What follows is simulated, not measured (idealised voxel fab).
A process module follows: voxel local oxidation.
Cross-section cut: width 300 nm, square cells of 5 nm.
A cross-section is a grid of square cells, given in bands from the top down. A band is one or more rows of cells.
Per band: top height and bottom height in nm, followed by the left-to-right materials and their widths in nm; "throughout" marks a single material spanning edge to edge, "blank" marks empty space.
Height datum 0, below which the as-received substrate wafer is one material. Lowest band open at the bottom, running downward: "0 down".
The width entry "30 to 40" should be interpreted row by row: the top row of cells in the band takes the first number, the bottom row takes the second number, and the change between adjacent rows is uniform throughout.
No cell of the cross-section changed in a step that is given as "nothing got changed".
"Sealed void inventory" contains a list of empty spaces, each no smaller than 8 cells and without an open way to the top, written in the form width x height at distance with the distance from the left edge and all three in nm.
Step line, after settings: the simulator's comment on this step.
overlay nm: right-of-plan distance of the mask on a masked step; negative values mean left-of-plan.

# Planned step list for the process
- 1: RECEIVE (material Si)
- 2: OXIDIZE (depth nm 5)
- 3: CONFORMAL_DEP (material SiN; thk nm 10)
- 4: MASKED_ETCH (tone cover; mask id ACTIVE; width nm 130; etch materials SiN; depth nm 10; overlay nm 0)
- 5: SELECTIVE_ETCH (etch materials SiO2; depth nm 5)
- 6: OXIDIZE (depth nm 10)
- 7: STRIP (etch materials SiN)

# Concerning the first of two wafers, which was run in accordance with the plan

# Wafer as received: cross-section following step 1
0 down = Si throughout
Sealed void inventory: none

# After step 2, in cross-section
0 to -5 = SiO2 throughout
For the remainder of the cross-section, below -5, there is no change.

# After step 3, in cross-section
10 to 0 = SiN throughout
For the remainder of the cross-section, below 0, there is no change.

# After step 4, in cross-section
10 to 0 = blank: 85, SiN: 130, blank: 85
For the remainder of the cross-section, below 0, there is no change.

# After step 5, in cross-section
10 to 0 = blank: 85, SiN: 130, blank: 85
0 to -5 = blank: 90, SiO2: 120, blank: 90
For the remainder of the cross-section, below -5, there is no change.

# After step 6, in cross-section
10 to 0 = blank: 85, SiN: 130, blank: 85
0 to -5 = blank: 90, SiO2: 120, blank: 90
-5 to -15 = SiO2: 100, Si: 100, SiO2: 100
For the remainder of the cross-section, below -15, there is no change.

# After step 7, in cross-section
0 to -5 = blank: 90, SiO2: 120, blank: 90
For the remainder of the cross-section, below -5, there is no change.

# Wafer two. Same start, same plan, one slip in execution. Same as wafer one through step 3, inclusive

# Second wafer at the planned finish of step 4, seen in cross-section
10 to 0 = blank: 80, SiN: 130, blank: 90
For the remainder of the cross-section, below 0, there is no change.

# Second wafer at the planned finish of step 5, seen in cross-section
10 to 0 = blank: 80, SiN: 130, blank: 90
0 to -5 = blank: 85, SiO2: 120, blank: 95
For the remainder of the cross-section, below -5, there is no change.

# Second wafer at the planned finish of step 6, seen in cross-section
10 to 0 = blank: 80, SiN: 130, blank: 90
0 to -5 = blank: 85, SiO2: 120, blank: 95
-5 to -15 = SiO2: 95, Si: 100, SiO2: 105
For the remainder of the cross-section, below -15, there is no change.

# Second wafer at the planned finish of step 7, seen in cross-section
0 to -5 = blank: 85, SiO2: 120, blank: 95
For the remainder of the cross-section, below -5, there is no change.
Deviation noted in wafer processing: the process deviated at step 4: the operation and settings actually run there were MASKED_ETCH (tone cover; mask id ACTIVE; width nm 130; etch materials SiN; depth nm 10; overlay nm -5)
Final state: per-material cell counts identical on both wafers; locations differ.
